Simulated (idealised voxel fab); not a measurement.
Module name: voxel gate over fins (process module)
It is cross-section cut that appears here, measuring 225 nm in width, its square cells being 5 nm in size.
Cross-section layout: square cells on a grid; listed as bands, top to bottom; a band spans one or more cell rows. Heads up on the band format: heights come first, top then bottom, in nm. After that it's the materials left to right, each with its width in nm. A single material flagged "all across" fills the whole band edge to edge, and "empty" means there's empty space there. Zero point of the height axis is 0; under it, received wafer = one material. Lowest band: continues down indefinitely, "0 nm and below". The expression "30..40" gives the width at the extremes of the band, the first number at its top row of cells and the second at its bottom row, with the width changing by equal amounts from each row to the next in between. Where a step carries "all unchanged", the cross-section came out of it unchanged, cell for cell. For the entry "Voids, enclosed", the listed items are empty spaces with no open way to the top whose size is 8 cells or more; each item follows the pattern width x height at distance, where distance is from the left edge and all three are in nm. Formally, on a step line, whatever follows the settings is a remark that the simulator itself makes on the step. Among the settings permitted on a step's line is "overlay nm"; applied to a step with a mask, it specifies the extent to which the mask lay to the right of its planned position, whereas a negative figure signifies a position to the left.
### plan
1,RECEIVE [material Si]
2,CONFORMAL_DEP [material SiN] [thk nm 10]
3,PATTERN [tone cover] [mask id FINS] [material resist] [width nm 15] [pitch nm 45] [thk nm 15] [overlay nm 0]
4,DIRECTIONAL_ETCH [etch materials SiN] [depth nm 10]
5,DIRECTIONAL_ETCH [etch materials Si] [depth nm 30]
6,STRIP [etch materials resist]
7,OXIDIZE [depth nm 5]
8,FILL_DEP [material SiO2] [thk nm 5]
9,CMP [height nm 10]
10,SELECTIVE_ETCH [etch materials SiO2] [depth nm 25]
11,STRIP [etch materials SiN]
12,CONFORMAL_DEP [material HfO2] [thk nm 5]
13,CONFORMAL_DEP [material TiN] [thk nm 5]
14,CONFORMAL_DEP [material TiAl] [thk nm 5]
15,CONFORMAL_DEP [material TiN] [thk nm 5]
16,FILL_DEP [material W] [thk nm 10]
17,CMP [height nm 25]
18,CONFORMAL_DEP [material SiCN] [thk nm 5]
### Incoming wafer, cross-sectional view, post step 1
0 nm and below: Si all across
Voids, enclosed: none
### Looking at the first of two wafers in cross-section at end of module - ran to plan
30 nm to 25 nm: SiCN all across
25 nm to 20 nm: W all across
20 nm to 15 nm: W: 65 / TiN: 90 / W: 70
15 nm to 10 nm: W: 65 / TiN: 5 / TiAl: 35 / TiN: 10 / TiAl: 35 / TiN: 5 / W: 70
10 nm to 5 nm: W: 65 / TiN: 5 / TiAl: 5 / TiN: 25 / TiAl: 5 / TiN: 10 / TiAl: 5 / TiN: 25 / TiAl: 5 / TiN: 5 / W: 70
5 nm to 0 nm: TiN: 70 / TiAl: 5 / TiN: 5 / HfO2: 15 / TiN: 5 / TiAl: 5 / TiN: 10 / TiAl: 5 / TiN: 5 / HfO2: 15 / TiN: 5 / TiAl: 5 / TiN: 75
0 nm to -5 nm: TiAl: 75 / TiN: 5 / HfO2: 5 / Si: 5 / HfO2: 5 / TiN: 5 / TiAl: 20 / TiN: 5 / HfO2: 5 / Si: 5 / HfO2: 5 / TiN: 5 / TiAl: 80
-5 nm to -10 nm: TiN: 80 / HfO2: 5 / Si: 5 / HfO2: 5 / TiN: 30 / HfO2: 5 / Si: 5 / HfO2: 5 / TiN: 85
-10 nm to -15 nm: HfO2: 85 / Si: 5 / HfO2: 40 / Si: 5 / HfO2: 90
-15 nm to -35 nm: SiO2: 85 / Si: 5 / SiO2: 40 / Si: 5 / SiO2: 90
-35 nm and below: Si all across
Voids, enclosed: none
### Wafer two, end of module, cross-section. Same start, same plan as wafer one. One mistake in the run
30 nm to 25 nm: SiCN all across
25 nm to 15 nm: W: 55 / TiN: 5 / TiAl: 100 / TiN: 5 / W: 60
15 nm to 10 nm: TiN: 60 / TiAl: 100 / TiN: 65
10 nm to 5 nm: TiAl: 75 / TiN: 25 / TiAl: 20 / TiN: 25 / TiAl: 80
5 nm to 0 nm: TiAl: 75 / TiN: 5 / HfO2: 15 / TiN: 5 / TiAl: 20 / TiN: 5 / HfO2: 15 / TiN: 5 / TiAl: 80
0 nm to -5 nm: TiAl: 75 / TiN: 5 / HfO2: 5 / Si: 5 / HfO2: 5 / TiN: 5 / TiAl: 20 / TiN: 5 / HfO2: 5 / Si: 5 / HfO2: 5 / TiN: 5 / TiAl: 80
-5 nm to -10 nm: TiN: 80 / HfO2: 5 / Si: 5 / HfO2: 5 / TiN: 30 / HfO2: 5 / Si: 5 / HfO2: 5 / TiN: 85
-10 nm to -15 nm: HfO2: 85 / Si: 5 / HfO2: 40 / Si: 5 / HfO2: 90
-15 nm to -35 nm: SiO2: 85 / Si: 5 / SiO2: 40 / Si: 5 / SiO2: 90
-35 nm and below: Si all across
Voids, enclosed: none
In executing the process, a mistake was made relative to the plan: step 14, actual vs plan mismatch, actual run CONFORMAL_DEP [material TiAl] [thk nm 15]
At the finish, the second wafer shows more or fewer cells for some materials than the first does: +108 TiAl, -28 TiN, -80 W
